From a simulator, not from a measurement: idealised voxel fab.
Module name: voxel gate over fins (process module)
Cross-section cut: width 170 nm, square cells of 5 nm.
Square cells in a grid make up a cross-section in this document, and the grid is given as bands, listed from the top down, each one or more rows of cells.
Band entry format. Leading values: height of top, height of bottom, nm. Remainder: materials in left-to-right order, each with its width in nm. Special words: "full width" on a single material, which then fills the band edge to edge; "blank", empty space.
Height datum 0, below which the as-received substrate wafer is one material. Lowest band open at the bottom, running downward: "0..down".
The two numbers in a width such as "30 to 40" mark its ends across the band: the first belongs to the top row of cells, the second to the bottom row, and from each row to the next the width moves by the same amount.
"nothing was modified" after a step means that no cell of the cross-section changed.
"Closed void list" means: voids of 8 cells or more that are shut off from the top with no open way through. Written width x height at distance, distance from the left edge, in nm.
Heads up: the bit after the settings on a step's line is the simulator's remark on that step.
overlay nm: step with mask; distance mask lay right of planned place; negative value = left of planned place.
plan:
- 1: RECEIVE,material Si
- 2: CONFORMAL_DEP,material SiN,thk nm 10
- 3: DIRECTIONAL_DEP,material aC,thk nm 10
- 4: PATTERN,tone cover,mask id FINS,material resist,width nm 15,pitch nm 60,thk nm 30,overlay nm 0
- 5: DIRECTIONAL_ETCH,etch materials aC,depth nm 10
- 6: STRIP,etch materials resist
- 7: DIRECTIONAL_ETCH,etch materials SiN,depth nm 10
- 8: DIRECTIONAL_ETCH,etch materials Si,depth nm 35
- 9: STRIP,etch materials aC
- 10: OXIDIZE,depth nm 5
- 11: FILL_DEP,material SiO2,thk nm 5
- 12: CMP,height nm 10
- 13: DIRECTIONAL_DEP,material aC,thk nm 15
- 14: PATTERN,tone open,mask id RAIL,material resist,width nm 15,thk nm 30,overlay nm 0
- 15: DIRECTIONAL_ETCH,etch materials aC,depth nm 15
- 16: STRIP,etch materials resist
- 17: DIRECTIONAL_ETCH,etch materials SiO2,depth nm 40
- 18: STRIP,etch materials aC
- 19: CONFORMAL_DEP,material TiN,thk nm 5
- 20: FILL_DEP,material Ru,thk nm 10
- 21: CMP,height nm 10
- 22: SELECTIVE_ETCH,etch materials W Ru TiN,depth nm 30
- 23: FILL_DEP,material SiO2,thk nm 5
- 24: CMP,height nm 10
- 25: SELECTIVE_ETCH,etch materials SiO2,depth nm 25
- 26: STRIP,etch materials SiN
- 27: CONFORMAL_DEP,material HfO2,thk nm 5
- 28: CONFORMAL_DEP,material TiN,thk nm 5
- 29: CONFORMAL_DEP,material TiAl,thk nm 5
- 30: CONFORMAL_DEP,material TiN,thk nm 5
- 31: FILL_DEP,material W,thk nm 15
- 32: CMP,height nm 30
- 33: CONFORMAL_DEP,material SiCN,thk nm 5
As-received wafer cross-section (after step 1):
* 0..down | Si full width
* Closed void list: none
Cross-section, end of module. Start: as above. Plan: as above. Execution: one mistake:
* 35..30 | SiCN full width
* 30..20 | W full width
* 20..15 | W (30) | TiN (45) | W (15) | TiN (45) | W (35)
* 15..10 | W (30) | TiN (5) | TiAl (35) | TiN (5) | W (15) | TiN (5) | TiAl (35) | TiN (5) | W (35)
* 10..5 | W (30) | TiN (5) | TiAl (5) | TiN (25) | TiAl (5) | TiN (5) | W (15) | TiN (5) | TiAl (5) | TiN (25) | TiAl (5) | TiN (5) | W (35)
* 5..0 | TiN (35) | TiAl (5) | TiN (5) | HfO2 (15) | TiN (5) | TiAl (5) | TiN (25) | TiAl (5) | TiN (5) | HfO2 (15) | TiN (5) | TiAl (5) | TiN (40)
* 0..-5 | TiAl (40) | TiN (5) | HfO2 (5) | Si (5) | HfO2 (5) | TiN (5) | TiAl (35) | TiN (5) | HfO2 (5) | Si (5) | HfO2 (5) | TiN (5) | TiAl (45)
* -5..-10 | TiN (45) | HfO2 (5) | Si (5) | HfO2 (5) | TiN (45) | HfO2 (5) | Si (5) | HfO2 (5) | TiN (50)
* -10..-15 | HfO2 (50) | Si (5) | HfO2 (55) | Si (5) | HfO2 (55)
* -15..-20 | SiO2 (50) | Si (5) | SiO2 (55) | Si (5) | SiO2 (55)
* -20..-25 | SiO2 (50) | Si (5) | SiO2 (25) | TiN (5) | Ru (5) | TiN (5) | SiO2 (15) | Si (5) | SiO2 (55)
* -25..-30 | SiO2 (50) | Si (5) | SiO2 (25) | TiN (15) | SiO2 (15) | Si (5) | SiO2 (55)
* -30..-40 | SiO2 (50) | Si (5) | SiO2 (55) | Si (5) | SiO2 (55)
* -40..down | Si full width
* Closed void list: none
Here's what went sideways: rather than as planned, step 14 actually ran as PATTERN,tone open,mask id RAIL,material resist,width nm 15,thk nm 30,overlay nm 5
